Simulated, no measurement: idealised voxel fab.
Title: Process Module voxel wiring stack
Each square cell in cross-section cut measures 5 nm, and the section as a whole is 260 nm wide.
Cross-section, as written here: a square-cell grid given band by band from the top down, where a band holds one or more rows of cells.
The entry gives the band's vertical extent as a top height and a bottom height in nm, then its horizontal make-up as materials from left to right, each with a width in nm. "air" stands for empty space; a single material marked "all across" fills the band edge to edge.
The reference from which all heights are counted is 0, the level beneath which the as-received wafer is entirely one material; the lowest band, having no lower bound, proceeds downward and is written after the example "0 -> down".
Read "30->40" as a graded width: first number on top, second number at the bottom, same change between each pair of neighbouring rows.
No cell of the cross-section changed in a step that is given as "remained the same".
"Trapped void list" contains a list of empty spaces, each no smaller than 8 cells and without an open way to the top, written in the form width x height at distance with the distance from the left edge and all three in nm.
If you see something after the settings on a step's line, that's the simulator's own remark about that step.
The optional step-line setting "overlay nm" applies to steps with a mask and quantifies how far to the right of its planned location the mask lay, a negative value indicating leftward placement.
# The process steps that were planned are listed below
| 1 | RECEIVE with material Si |
| 2 | CONFORMAL_DEP with material SiO2, thk nm 10 |
| 3 | CONFORMAL_DEP with material SiCN, thk nm 5 |
| 4 | DIRECTIONAL_DEP with material lowk, thk nm 20 |
| 5 | PATTERN with tone open, mask id METAL_1, material resist, width nm 30, pitch nm 55, thk nm 15, overlay nm 0 |
| 6 | DIRECTIONAL_ETCH with etch materials lowk, depth nm 20 |
| 7 | DIRECTIONAL_ETCH with etch materials SiCN, depth nm 5 |
| 8 | STRIP with etch materials resist |
| 9 | CONFORMAL_DEP with material TiN, thk nm 5 |
| 10 | FILL_DEP with material W, thk nm 5 |
| 11 | CMP with height nm 35 |
| 12 | CONFORMAL_DEP with material SiCN, thk nm 5 |
| 13 | DIRECTIONAL_DEP with material SiO2, thk nm 30 |
| 14 | PATTERN with tone open, mask id METAL_2, material resist, width nm 30, pitch nm 55, thk nm 15, overlay nm 0 |
| 15 | DIRECTIONAL_ETCH with etch materials SiO2, depth nm 15 |
| 16 | STRIP with etch materials resist |
| 17 | DIRECTIONAL_DEP with material aC, thk nm 15 |
| 18 | PATTERN with tone open, mask id METAL_2_HOLES, material resist, width nm 15, pitch nm 110, thk nm 30, overlay nm 0 |
| 19 | DIRECTIONAL_ETCH with etch materials aC, depth nm 15 |
| 20 | STRIP with etch materials resist |
| 21 | DIRECTIONAL_ETCH with etch materials SiO2, depth nm 15 |
| 22 | DIRECTIONAL_ETCH with etch materials SiCN, depth nm 5 |
| 23 | STRIP with etch materials aC |
| 24 | CONFORMAL_DEP with material TiN, thk nm 5 |
| 25 | FILL_DEP with material Ru, thk nm 5 |
| 26 | CMP with height nm 70 |
| 27 | CONFORMAL_DEP with material SiCN, thk nm 5 |
# The first of two wafers, run as planned
# Cross-section: wafer on arrival = after step 1
> 0 -> down: Si all across
> Trapped void list: none
# After step 2, in cross-section
> 10 -> 0: SiO2 all across
> Under 0: no change, same as before.
# After step 3, in cross-section
> 15 -> 10: SiCN all across
> Under 10: no change, same as before.
# After step 4, in cross-section
> 35 -> 15: lowk all across
> Under 15: no change, same as before.
# After step 5, in cross-section
> 50 -> 35: resist (60) / air (30) / resist (25) / air (30) / resist (25) / air (30) / resist (60)
> Under 35: no change, same as before.
# After step 6, in cross-section
> 50 -> 35: resist (60) / air (30) / resist (25) / air (30) / resist (25) / air (30) / resist (60)
> 35 -> 15: lowk (60) / air (30) / lowk (25) / air (30) / lowk (25) / air (30) / lowk (60)
> Under 15: no change, same as before.
# After step 7, in cross-section
> 50 -> 35: resist (60) / air (30) / resist (25) / air (30) / resist (25) / air (30) / resist (60)
> 35 -> 15: lowk (60) / air (30) / lowk (25) / air (30) / lowk (25) / air (30) / lowk (60)
> 15 -> 10: SiCN (60) / air (30) / SiCN (25) / air (30) / SiCN (25) / air (30) / SiCN (60)
> Under 10: no change, same as before.
# After step 8, in cross-section
> 35 -> 15: lowk (60) / air (30) / lowk (25) / air (30) / lowk (25) / air (30) / lowk (60)
> Under 15: no change, same as before.
# After step 9, in cross-section
> 40 -> 35: TiN (65) / air (20) / TiN (35) / air (20) / TiN (35) / air (20) / TiN (65)
> 35 -> 15: lowk (60) / TiN (5) / air (20) / TiN (5) / lowk (25) / TiN (5) / air (20) / TiN (5) / lowk (25) / TiN (5) / air (20) / TiN (5) / lowk (60)
> 15 -> 10: SiCN (60) / TiN (30) / SiCN (25) / TiN (30) / SiCN (25) / TiN (30) / SiCN (60)
> Under 10: no change, same as before.
# After step 10, in cross-section
> 45 -> 40: W all across
> 40 -> 35: TiN (65) / W (20) / TiN (35) / W (20) / TiN (35) / W (20) / TiN (65)
> 35 -> 15: lowk (60) / TiN (5) / W (20) / TiN (5) / lowk (25) / TiN (5) / W (20) / TiN (5) / lowk (25) / TiN (5) / W (20) / TiN (5) / lowk (60)
> Under 15: no change, same as before.
# After step 11, in cross-section
> 35 -> 15: lowk (60) / TiN (5) / W (20) / TiN (5) / lowk (25) / TiN (5) / W (20) / TiN (5) / lowk (25) / TiN (5) / W (20) / TiN (5) / lowk (60)
> Under 15: no change, same as before.
# After step 12, in cross-section
> 40 -> 35: SiCN all across
> Under 35: no change, same as before.
# After step 13, in cross-section
> 70 -> 40: SiO2 all across
> Under 40: no change, same as before.
# After step 14, in cross-section
> 85 -> 70: resist (60) / air (30) / resist (25) / air (30) / resist (25) / air (30) / resist (60)
> Under 70: no change, same as before.
# After step 15, in cross-section
> 85 -> 70: resist (60) / air (30) / resist (25) / air (30) / resist (25) / air (30) / resist (60)
> 70 -> 55: SiO2 (60) / air (30) / SiO2 (25) / air (30) / SiO2 (25) / air (30) / SiO2 (60)
> Under 55: no change, same as before.
# After step 16, in cross-section
> 70 -> 55: SiO2 (60) / air (30) / SiO2 (25) / air (30) / SiO2 (25) / air (30) / SiO2 (60)
> Under 55: no change, same as before.
# After step 17, in cross-section
> 85 -> 70: aC (60) / air (30) / aC (25) / air (30) / aC (25) / air (30) / aC (60)
> 70 -> 55: SiO2 (60) / aC (30) / SiO2 (25) / aC (30) / SiO2 (25) / aC (30) / SiO2 (60)
> Under 55: no change, same as before.
# After step 18, in cross-section
> 115 -> 85: resist (60) / air (15) / resist (95) / air (15) / resist (75)
> 85 -> 70: aC (60) / air (15) / resist (15) / aC (25) / resist (30) / aC (25) / air (15) / resist (15) / aC (60)
> Under 70: no change, same as before.
# After step 19, in cross-section
> 100 -> 85: resist (60) / air (15) / resist (95) / air (15) / resist (75)
> 85 -> 70: aC (60) / air (15) / resist (15) / aC (25) / resist (30) / aC (25) / air (15) / resist (15) / aC (60)
> 70 -> 55: SiO2 (60) / air (15) / aC (15) / SiO2 (25) / aC (30) / SiO2 (25) / air (15) / aC (15) / SiO2 (60)
> Under 55: no change, same as before.
# After step 20, in cross-section
> 85 -> 70: aC (60) / air (30) / aC (25) / air (30) / aC (25) / air (30) / aC (60)
> Under 70: no change, same as before.
# After step 21, in cross-section
> 85 -> 70: aC (60) / air (30) / aC (25) / air (30) / aC (25) / air (30) / aC (60)
> 70 -> 55: SiO2 (60) / air (15) / aC (15) / SiO2 (25) / aC (30) / SiO2 (25) / air (15) / aC (15) / SiO2 (60)
> 55 -> 40: SiO2 (60) / air (15) / SiO2 (95) / air (15) / SiO2 (75)
> Under 40: no change, same as before.
# After step 22, in cross-section
> 85 -> 70: aC (60) / air (30) / aC (25) / air (30) / aC (25) / air (30) / aC (60)
> 70 -> 55: SiO2 (60) / air (15) / aC (15) / SiO2 (25) / aC (30) / SiO2 (25) / air (15) / aC (15) / SiO2 (60)
> 55 -> 40: SiO2 (60) / air (15) / SiO2 (95) / air (15) / SiO2 (75)
> 40 -> 35: SiCN (60) / air (15) / SiCN (95) / air (15) / SiCN (75)
> Under 35: no change, same as before.
# After step 23, in cross-section
> 70 -> 55: SiO2 (60) / air (30) / SiO2 (25) / air (30) / SiO2 (25) / air (30) / SiO2 (60)
> Under 55: no change, same as before.
# After step 24, in cross-section
> 75 -> 70: TiN (65) / air (20) / TiN (35) / air (20) / TiN (35) / air (20) / TiN (65)
> 70 -> 60: SiO2 (60) / TiN (5) / air (20) / TiN (5) / SiO2 (25) / TiN (5) / air (20) / TiN (5) / SiO2 (25) / TiN (5) / air (20) / TiN (5) / SiO2 (60)
> 60 -> 55: SiO2 (60) / TiN (5) / air (5) / TiN (20) / SiO2 (25) / TiN (30) / SiO2 (25) / TiN (5) / air (5) / TiN (20) / SiO2 (60)
> 55 -> 40: SiO2 (60) / TiN (5) / air (5) / TiN (5) / SiO2 (95) / TiN (5) / air (5) / TiN (5) / SiO2 (75)
> 40 -> 35: SiCN (60) / TiN (15) / SiCN (95) / TiN (15) / SiCN (75)
> Under 35: no change, same as before.
# After step 25, in cross-section
> 80 -> 75: Ru all across
> 75 -> 70: TiN (65) / Ru (20) / TiN (35) / Ru (20) / TiN (35) / Ru (20) / TiN (65)
> 70 -> 60: SiO2 (60) / TiN (5) / Ru (20) / TiN (5) / SiO2 (25) / TiN (5) / Ru (20) / TiN (5) / SiO2 (25) / TiN (5) / Ru (20) / TiN (5) / SiO2 (60)
> 60 -> 55: SiO2 (60) / TiN (5) / Ru (5) / TiN (20) / SiO2 (25) / TiN (30) / SiO2 (25) / TiN (5) / Ru (5) / TiN (20) / SiO2 (60)
> 55 -> 40: SiO2 (60) / TiN (5) / Ru (5) / TiN (5) / SiO2 (95) / TiN (5) / Ru (5) / TiN (5) / SiO2 (75)
> Under 40: no change, same as before.
# After step 26, in cross-section
> 70 -> 60: SiO2 (60) / TiN (5) / Ru (20) / TiN (5) / SiO2 (25) / TiN (5) / Ru (20) / TiN (5) / SiO2 (25) / TiN (5) / Ru (20) / TiN (5) / SiO2 (60)
> Under 60: no change, same as before.
# After step 27, in cross-section
> 75 -> 70: SiCN all across
> Under 70: no change, same as before.
# Second Wafer (Identical Start and Plan, One Processing Error; Matches First Wafer Through Step 13)
# Look at the second wafer in cross-section at the time step 14 ought to have finished
> 85 -> 70: resist (65) / air (20) / resist (35) / air (20) / resist (35) / air (20) / resist (65)
> Under 70: no change, same as before.
# Look at the second wafer in cross-section at the time step 15 ought to have finished
> 85 -> 70: resist (65) / air (20) / resist (35) / air (20) / resist (35) / air (20) / resist (65)
> 70 -> 55: SiO2 (65) / air (20) / SiO2 (35) / air (20) / SiO2 (35) / air (20) / SiO2 (65)
> Under 55: no change, same as before.
# Look at the second wafer in cross-section at the time step 16 ought to have finished
> 70 -> 55: SiO2 (65) / air (20) / SiO2 (35) / air (20) / SiO2 (35) / air (20) / SiO2 (65)
> Under 55: no change, same as before.
# Look at the second wafer in cross-section at the time step 17 ought to have finished
> 85 -> 70: aC (65) / air (20) / aC (35) / air (20) / aC (35) / air (20) / aC (65)
> 70 -> 55: SiO2 (65) / aC (20) / SiO2 (35) / aC (20) / SiO2 (35) / aC (20) / SiO2 (65)
> Under 55: no change, same as before.
# Look at the second wafer in cross-section at the time step 18 ought to have finished
> 115 -> 85: resist (60) / air (15) / resist (95) / air (15) / resist (75)
> 85 -> 70: aC (65) / air (10) / resist (10) / aC (35) / resist (20) / aC (35) / air (10) / resist (10) / aC (65)
> Under 70: no change, same as before.
# Look at the second wafer in cross-section at the time step 19 ought to have finished
> 100 -> 85: resist (60) / air (15) / resist (95) / air (15) / resist (75)
> 85 -> 70: aC (60) / air (15) / resist (10) / aC (35) / resist (20) / aC (30) / air (15) / resist (10) / aC (65)
> 70 -> 55: SiO2 (65) / air (10) / aC (10) / SiO2 (35) / aC (20) / SiO2 (35) / air (10) / aC (10) / SiO2 (65)
> Under 55: no change, same as before.
# Look at the second wafer in cross-section at the time step 20 ought to have finished
> 85 -> 70: aC (60) / air (25) / aC (35) / air (20) / aC (30) / air (25) / aC (65)
> Under 70: no change, same as before.
# Look at the second wafer in cross-section at the time step 21 ought to have finished
> 85 -> 70: aC (60) / air (25) / aC (35) / air (20) / aC (30) / air (25) / aC (65)
> 70 -> 55: SiO2 (60) / air (15) / aC (10) / SiO2 (35) / aC (20) / SiO2 (30) / air (15) / aC (10) / SiO2 (65)
> 55 -> 40: SiO2 (65) / air (10) / SiO2 (100) / air (10) / SiO2 (75)
> Under 40: no change, same as before.
# Look at the second wafer in cross-section at the time step 22 ought to have finished
> 85 -> 70: aC (60) / air (25) / aC (35) / air (20) / aC (30) / air (25) / aC (65)
> 70 -> 55: SiO2 (60) / air (15) / aC (10) / SiO2 (35) / aC (20) / SiO2 (30) / air (15) / aC (10) / SiO2 (65)
> 55 -> 40: SiO2 (65) / air (10) / SiO2 (100) / air (10) / SiO2 (75)
> 40 -> 35: SiCN (65) / air (10) / SiCN (100) / air (10) / SiCN (75)
> Under 35: no change, same as before.
# Look at the second wafer in cross-section at the time step 23 ought to have finished
> 70 -> 55: SiO2 (60) / air (25) / SiO2 (35) / air (20) / SiO2 (30) / air (25) / SiO2 (65)
> Under 55: no change, same as before.
# Look at the second wafer in cross-section at the time step 24 ought to have finished
> 75 -> 70: TiN (65) / air (15) / TiN (45) / air (10) / TiN (40) / air (15) / TiN (70)
> 70 -> 60: SiO2 (60) / TiN (5) / air (15) / TiN (5) / SiO2 (35) / TiN (5) / air (10) / TiN (5) / SiO2 (30) / TiN (5) / air (15) / TiN (5) / SiO2 (65)
> 60 -> 55: SiO2 (60) / TiN (25) / SiO2 (35) / TiN (20) / SiO2 (30) / TiN (25) / SiO2 (65)
> 55 -> 40: SiO2 (65) / TiN (10) / SiO2 (100) / TiN (10) / SiO2 (75)
> 40 -> 35: SiCN (65) / TiN (10) / SiCN (100) / TiN (10) / SiCN (75)
> Under 35: no change, same as before.
# Look at the second wafer in cross-section at the time step 25 ought to have finished
> 80 -> 75: Ru all across
> 75 -> 70: TiN (65) / Ru (15) / TiN (45) / Ru (10) / TiN (40) / Ru (15) / TiN (70)
> 70 -> 60: SiO2 (60) / TiN (5) / Ru (15) / TiN (5) / SiO2 (35) / TiN (5) / Ru (10) / TiN (5) / SiO2 (30) / TiN (5) / Ru (15) / TiN (5) / SiO2 (65)
> Under 60: no change, same as before.
# Look at the second wafer in cross-section at the time step 26 ought to have finished
> 70 -> 60: SiO2 (60) / TiN (5) / Ru (15) / TiN (5) / SiO2 (35) / TiN (5) / Ru (10) / TiN (5) / SiO2 (30) / TiN (5) / Ru (15) / TiN (5) / SiO2 (65)
> Under 60: no change, same as before.
# Look at the second wafer in cross-section at the time step 27 ought to have finished
> 75 -> 70: SiCN all across
> Under 70: no change, same as before.
The plan and the run diverged here: step 14 did not happen as planned, as run it was PATTERN with tone open, mask id METAL_2, material resist, width nm 20, pitch nm 55, thk nm 15, overlay nm 0
In the final state, the cell counts of the second wafer exceed or fall short of those of the first for the following materials: -16 Ru; +2 SiCN; +18 SiO2; -4 TiN
